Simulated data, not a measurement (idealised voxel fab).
Documented hereafter: the process module known as voxel transistor to metal.
This is section cut - it's 180 nm across, gridded in 5 nm square cells.
If you're reading a cross-section in this doc, picture square cells in a grid; it comes to you as bands, top ones listed first down to the bottom, and a band can be one or more rows of cells. Top height, bottom height, nm. Materials left to right, width each, nm. Single material + "everywhere" = fills band edge to edge. "blank" = empty. For the purposes of this specification, 0 denotes the height below which the wafer in its as-received condition is composed wholly of one material, and the lowermost band, lacking a lower limit, extends downward without end, as expressed in "z 0 and below". Quick explanation for "30->40": the width changes in equal steps down the rows of cells, from the first number in the band's top row to the second number in its bottom row. For the purposes of this document, the phrase "remains unaltered" attached to a step denotes that no cell within the cross-section was modified by that step. Heads up: "Enclosed internal cavities" only lists the empty pockets with no open path to the top that are 8 cells or more, and it writes them as width x height at distance, distance from the left edge, in nm. Past the settings on a step's line: simulator remark, on that step. A step line may carry the setting "overlay nm", which, for steps involving a mask, states the distance by which the mask lay to the right of its intended position; negative values denote displacement to the left.
The following list gives the planned process steps
1) RECEIVE with material Si
2) CONFORMAL_DEP with material SiO2, thk nm 5
3) CONFORMAL_DEP with material SiN, thk nm 10
4) PATTERN with tone cover, mask id ACTIVE, material resist, width nm 105, thk nm 20, overlay nm 0
5) DIRECTIONAL_ETCH with etch materials SiN, depth nm 10
6) DIRECTIONAL_ETCH with etch materials SiO2, depth nm 5
7) DIRECTIONAL_ETCH with etch materials Si, depth nm 35
8) STRIP with etch materials resist
9) OXIDIZE with depth nm 5
10) FILL_DEP with material SiO2, thk nm 5
11) CMP with height nm 15
12) SELECTIVE_ETCH with etch materials SiO2, depth nm 10
13) STRIP with etch materials SiN
14) SELECTIVE_ETCH with etch materials SiO2, depth nm 5
15) OXIDIZE with depth nm 5
16) DIRECTIONAL_DEP with material polySi, thk nm 20
17) DIRECTIONAL_DEP with material SiCN, thk nm 10
18) PATTERN with tone cover, mask id GATE, material resist, width nm 25, thk nm 20, overlay nm 0
19) DIRECTIONAL_ETCH with etch materials SiCN, depth nm 20
20) DIRECTIONAL_ETCH with etch materials polySi, depth nm 30
21) STRIP with etch materials resist
22) CONFORMAL_DEP with material SiN, thk nm 10
23) DIRECTIONAL_ETCH with etch materials SiN, depth nm 10
24) DIRECTIONAL_ETCH with etch materials SiO2, depth nm 5
25) DIRECTIONAL_ETCH with etch materials Si, depth nm 15
26) EPI with material pSi, thk nm 15
27) FILL_DEP with material SiO2, thk nm 5
28) CMP with height nm 20
29) STRIP with etch materials polySi
30) SELECTIVE_ETCH with etch materials SiO2, depth nm 5
31) CONFORMAL_DEP with material HfO2, thk nm 5
32) CONFORMAL_DEP with material TiN, thk nm 5
33) FILL_DEP with material W, thk nm 5
34) CMP with height nm 15
35) DIRECTIONAL_DEP with material SiO2, thk nm 15
36) DIRECTIONAL_DEP with material aC, thk nm 10
37) PATTERN with tone open, mask id CONTACT, material resist, width nm 15, pitch nm 70, thk nm 30, overlay nm 0
38) DIRECTIONAL_ETCH with etch materials aC, depth nm 10
39) STRIP with etch materials resist
40) DIRECTIONAL_ETCH with etch materials SiO2, depth nm 35
41) STRIP with etch materials aC
42) CONFORMAL_DEP with material TiN, thk nm 5
43) FILL_DEP with material W, thk nm 10
44) CMP with height nm 30
45) CONFORMAL_DEP with material SiCN, thk nm 5
46) DIRECTIONAL_DEP with material SiO2, thk nm 15
47) DIRECTIONAL_DEP with material aC, thk nm 15
48) PATTERN with tone open, mask id METAL_1, material resist, width nm 15, pitch nm 70, thk nm 30, overlay nm 0
49) DIRECTIONAL_ETCH with etch materials aC, depth nm 15
50) STRIP with etch materials resist
51) DIRECTIONAL_ETCH with etch materials SiO2, depth nm 15
52) DIRECTIONAL_ETCH with etch materials SiCN, depth nm 5
53) STRIP with etch materials aC
54) CONFORMAL_DEP with material TiN, thk nm 5
55) FILL_DEP with material Cu, thk nm 10
56) CMP with height nm 50
57) CONFORMAL_DEP with material SiCN, thk nm 5
58) DIRECTIONAL_DEP with material SiO2, thk nm 30
59) DIRECTIONAL_DEP with material aC, thk nm 15
60) PATTERN with tone open, mask id METAL_2, material resist, width nm 15, pitch nm 70, thk nm 35, overlay nm 0
61) DIRECTIONAL_ETCH with etch materials aC, depth nm 15
62) STRIP with etch materials resist
63) DIRECTIONAL_ETCH with etch materials SiO2, depth nm 20
64) STRIP with etch materials aC
65) DIRECTIONAL_DEP with material aC, thk nm 15
66) PATTERN with tone open, mask id METAL_2_HOLES, material resist, width nm 15, pitch nm 70, thk nm 35, overlay nm 0
67) DIRECTIONAL_ETCH with etch materials aC, depth nm 15
68) STRIP with etch materials resist
69) DIRECTIONAL_ETCH with etch materials SiO2, depth nm 10
70) DIRECTIONAL_ETCH with etch materials SiCN, depth nm 5
71) STRIP with etch materials aC
72) CONFORMAL_DEP with material TiN, thk nm 5
73) FILL_DEP with material Cu, thk nm 10
74) CMP with height nm 85
75) CONFORMAL_DEP with material SiN, thk nm 5
Wafer cross-section on receipt, i.e. after step 1
> z 0 and below | Si everywhere
> Enclosed internal cavities: none
The following cross-section depicts the wafer upon conclusion of the module. Processing commenced from the starting condition illustrated above and adhered to the plan illustrated above, save for one mistake in execution
> z 90 to 85 | SiN everywhere
> z 85 to 55 | SiO2: 45 | TiN: 5 | Cu: 5 | TiN: 5 | SiO2: 55 | TiN: 5 | Cu: 5 | TiN: 5 | SiO2: 50
> z 55 to 45 | SiCN: 45 | TiN: 15 | SiCN: 55 | TiN: 15 | SiCN: 50
> z 45 to 30 | SiO2 everywhere
> z 30 to 15 | SiO2: 45 | TiN: 5 | W: 5 | TiN: 5 | SiO2: 55 | TiN: 5 | W: 5 | TiN: 5 | SiO2: 50
> z 15 to 10 | SiO2: 45 | TiN: 15 | SiO2: 5 | SiN: 10 | HfO2: 5 | TiN: 5 | W: 5 | TiN: 5 | HfO2: 5 | SiN: 10 | SiO2: 5 | TiN: 15 | SiO2: 50
> z 10 to 5 | SiO2: 45 | TiN: 5 | pSi: 15 | SiN: 10 | HfO2: 5 | TiN: 5 | W: 5 | TiN: 5 | HfO2: 5 | SiN: 10 | pSi: 15 | TiN: 5 | SiO2: 50
> z 5 to 0 | SiO2: 45 | TiN: 5 | pSi: 15 | SiN: 10 | HfO2: 5 | TiN: 15 | HfO2: 5 | SiN: 10 | pSi: 15 | TiN: 5 | SiO2: 50
> z 0 to -5 | SiO2: 45 | TiN: 5 | pSi: 15 | SiO2: 5 | HfO2: 35 | SiO2: 5 | pSi: 15 | TiN: 5 | SiO2: 50
> z -5 to -20 | SiO2: 40 | pSi: 25 | Si: 45 | pSi: 25 | SiO2: 45
> z -20 to -40 | SiO2: 40 | Si: 95 | SiO2: 45
> z -40 and below | Si everywhere
> Enclosed internal cavities: none
Where did the run depart from the plan? so 45 and 46 got swapped relative to the plan, each ran where the other was supposed to
